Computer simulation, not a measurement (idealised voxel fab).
The process module presented herein is designated voxel quadruple lines.
Square cells of 5 nm make up the cross-section cut, whose width is 265 nm.
Format of a cross-section: grid, square cells. Given as bands. Order: top down. Band: one or more rows of cells. The band entry comprises the height of the band's top followed by the height of its bottom, expressed in nm, and subsequently the band's materials from left to right, each stated together with its width in nm. Where a single material is marked with the word "throughout", that material fills the band from edge to edge. The word "air" represents empty space. Beneath 0, the wafer as received is one material, and that level is where height counting begins. The lowest band goes on downward without a bottom; it is written like "top 0, no bottom". Width: "30 to 40" (first number = top row, second number = bottom row, same change from row to row of cells). The designation "everything unchanged", where it is given for a processing step, indicates that no cell of the cross-section was altered in the course of that step. Basically, "Non-vented voids" tells you about the enclosed voids: empty spaces with no open way to the top, 8 cells or bigger, each written width x height at distance, where distance is from the left edge, all in nm. The remark found on a step's line after its settings is issued by the simulator itself and pertains to that step. For masked steps, "overlay nm" on the step line gives how far right of plan the mask actually lay; a minus sign means it lay to the left.
PLANNED PROCESS STEPS
1: RECEIVE | material Si
2: CONFORMAL_DEP | material SiO2 | thk nm 5
3: DIRECTIONAL_DEP | material W | thk nm 10
4: DIRECTIONAL_DEP | material polySi | thk nm 20
5: DIRECTIONAL_DEP | material aC | thk nm 20
6: PATTERN | tone cover | mask id MANDREL | material resist | width nm 25 | pitch nm 80 | thk nm 25 | overlay nm -15
7: DIRECTIONAL_ETCH | etch materials aC | depth nm 20
8: STRIP | etch materials resist
9: CONFORMAL_DEP | material SiO2 | thk nm 15
10: DIRECTIONAL_ETCH | etch materials SiO2 | depth nm 15
11: STRIP | etch materials aC
12: DIRECTIONAL_ETCH | etch materials polySi | depth nm 20
13: STRIP | etch materials SiO2
14: CONFORMAL_DEP | material SiN | thk nm 5
15: DIRECTIONAL_ETCH | etch materials SiN | depth nm 5
16: STRIP | etch materials polySi
17: DIRECTIONAL_ETCH | etch materials W | depth nm 10
18: STRIP | etch materials SiN
19: FILL_DEP | material lowk | thk nm 10
20: CMP | height nm 15
Variable across wafers: step 6 overlay nm (plan value is that of the first wafer; starting state common to all).
INCOMING STATE OF THE FIRST OF SEVERAL WAFERS IN CROSS-SECTION: AFTER STEP 1
    top 0, no bottom: Si throughout
    Non-vented voids: none
SO IN THIS TABLE EVERY WAFER GETS ITS OWN ROW, AND WHAT YOU SEE IS WHERE IT STANDS AT THE END OF THE MODULE: FOR EACH MATERIAL, HOW MANY CELLS IT PICKED UP (+) OR GAVE UP (-) SINCE WE RECEIVED IT, AND AFTER THAT ITS CLOSED VOIDS
overlay nm -15, +53 SiO2, +16 W, +90 lowk, Non-vented voids: none
overlay nm -10, +53 SiO2, +16 W, +90 lowk, Non-vented voids: none
overlay nm -5, +53 SiO2, +16 W, +90 lowk, Non-vented voids: none
overlay nm 0, +53 SiO2, +16 W, +90 lowk, Non-vented voids: none
overlay nm 5, +53 SiO2, +16 W, +90 lowk, Non-vented voids: none
overlay nm 10, +53 SiO2, +16 W, +90 lowk, Non-vented voids: none
overlay nm 15, +53 SiO2, +16 W, +90 lowk, Non-vented voids: none
